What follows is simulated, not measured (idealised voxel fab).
Process module name: voxel self aligned vias
Cross-section cut spans 210 nm and uses square cells 5 nm in size.
In what follows, cross-sections appear as grids of square cells, described through bands that run from the top down, where every band is one or more rows of cells. This entry defines a band. It first specifies the height of the band's top and the height of its bottom in nm, and then specifies the band's materials from left to right, stating each material with its width in nm. The word "all across" identifies a single material that fills the band from edge to edge, while the word "blank" identifies empty space. Heads up on the height convention: 0 is the point under which the incoming wafer is all one material, and the lowest band has no bottom, it just keeps going down, like "from 0 down". The two numbers in a width such as "30..40" mark its ends across the band: the first belongs to the top row of cells, the second to the bottom row, and from each row to the next the width moves by the same amount. No cell of the cross-section changed in a step that is given as "remained unchanged". "Enclosed void catalog" specifies each empty space that is not open to the top and that occupies no fewer than 8 cells, using the form width x height at distance, the distance measured from the left edge and all three quantities in nm. Post-settings text on a step line: simulator's own remark regarding the step. overlay nm: right-of-plan distance of the mask on a masked step; negative values mean left-of-plan.
PLAN
step 1: op RECEIVE | material Si
step 2: op CONFORMAL_DEP | material SiO2 | thk nm 10
step 3: op CONFORMAL_DEP | material SiCN | thk nm 5
step 4: op DIRECTIONAL_DEP | material lowk | thk nm 25
step 5: op PATTERN | tone open | mask id LINES | material resist | width nm 25 | pitch nm 55 | thk nm 15 | overlay nm 0
step 6: op DIRECTIONAL_ETCH | etch materials lowk | depth nm 25
step 7: op STRIP | etch materials resist
step 8: op CONFORMAL_DEP | material TiN | thk nm 5
step 9: op FILL_DEP | material Ru | thk nm 5
step 10: op CMP | height nm 40
step 11: op SELECTIVE_ETCH | etch materials W Ru TiN | depth nm 10
step 12: op FILL_DEP | material SiN | thk nm 5
step 13: op CMP | height nm 40
step 14: op DIRECTIONAL_DEP | material lowk | thk nm 20
step 15: op MASKED_ETCH | tone open | mask id VIAS | width nm 35 | pitch nm 55 | etch materials lowk | depth nm 20 | overlay nm 0
step 16: op MASKED_ETCH | tone open | mask id VIAS | width nm 35 | pitch nm 55 | etch materials SiN | depth nm 10 | overlay nm 0
step 17: op CONFORMAL_DEP | material TiN | thk nm 5
step 18: op FILL_DEP | material Ru | thk nm 5
step 19: op CMP | height nm 60
step 20: op CONFORMAL_DEP | material SiN | thk nm 5
AS RECEIVED (POST STEP 1): CROSS-SECTION
* from 0 down | Si all across
* Enclosed void catalog: none
END-OF-MODULE XS, FIRST OF TWO WAFERS, RUN AS PLANNED
* from 65 to 60 | SiN all across
* from 60 to 45 | 30 lowk  5 TiN  25 Ru  5 TiN  20 lowk  5 TiN  25 Ru  5 TiN  20 lowk  5 TiN  25 Ru  5 TiN  35 lowk
* from 45 to 35 | 30..35 lowk  10..5 TiN  15 Ru  10..5 TiN  20..30 lowk  10..5 TiN  15 Ru  10..5 TiN  20..30 lowk  10..5 TiN  15 Ru  10..5 TiN  35..40 lowk
* from 35 to 30 | 35 lowk  25 TiN  30 lowk  25 TiN  30 lowk  25 TiN  40 lowk
* from 30 to 20 | 35 lowk  5 TiN  15 Ru  5 TiN  30 lowk  5 TiN  15 Ru  5 TiN  30 lowk  5 TiN  15 Ru  5 TiN  40 lowk
* from 20 to 15 | 35 lowk  25 TiN  30 lowk  25 TiN  30 lowk  25 TiN  40 lowk
* from 15 to 10 | SiCN all across
* from 10 to 0 | SiO2 all across
* from 0 down | Si all across
* Enclosed void catalog: none
SECOND WAFER THROUGH THE MODULE, SECTIONED AT THE END: SAME BEGINNING AND SAME PLAN AS THE FIRST WAFER, WITH ONE MISTAKE IN CARRYING IT OUT
* from 65 to 60 | SiN all across
* from 60 to 45 | 30 lowk  5 TiN  25 Ru  5 TiN  20 lowk  5 TiN  25 Ru  5 TiN  20 lowk  5 TiN  25 Ru  5 TiN  35 lowk
* from 45 to 40 | 30 lowk  15 TiN  10 Ru  10 TiN  20 lowk  15 TiN  10 Ru  10 TiN  20 lowk  15 TiN  10 Ru  10 TiN  35 lowk
* from 40 to 35 | 35 lowk  5 SiN  5 TiN  10 Ru  5 TiN  30 lowk  5 SiN  5 TiN  10 Ru  5 TiN  30 lowk  5 SiN  5 TiN  10 Ru  5 TiN  40 lowk
* from 35 to 30 | 35 lowk  5 SiN  20 TiN  30 lowk  5 SiN  20 TiN  30 lowk  5 SiN  20 TiN  40 lowk
* from 30 to 20 | 35 lowk  5 TiN  15 Ru  5 TiN  30 lowk  5 TiN  15 Ru  5 TiN  30 lowk  5 TiN  15 Ru  5 TiN  40 lowk
* from 20 to 15 | 35 lowk  25 TiN  30 lowk  25 TiN  30 lowk  25 TiN  40 lowk
* from 15 to 10 | SiCN all across
* from 10 to 0 | SiO2 all across
* from 0 down | Si all across
* Enclosed void catalog: none
What was done differently from what was planned? the process deviated at step 16: the operation and settings actually run there were op MASKED_ETCH | tone open | mask id VIAS | width nm 35 | pitch nm 55 | etch materials SiN | depth nm 10 | overlay nm 10
Cell-count delta at end, second wafer over first, by material: Ru -6 | SiN +6
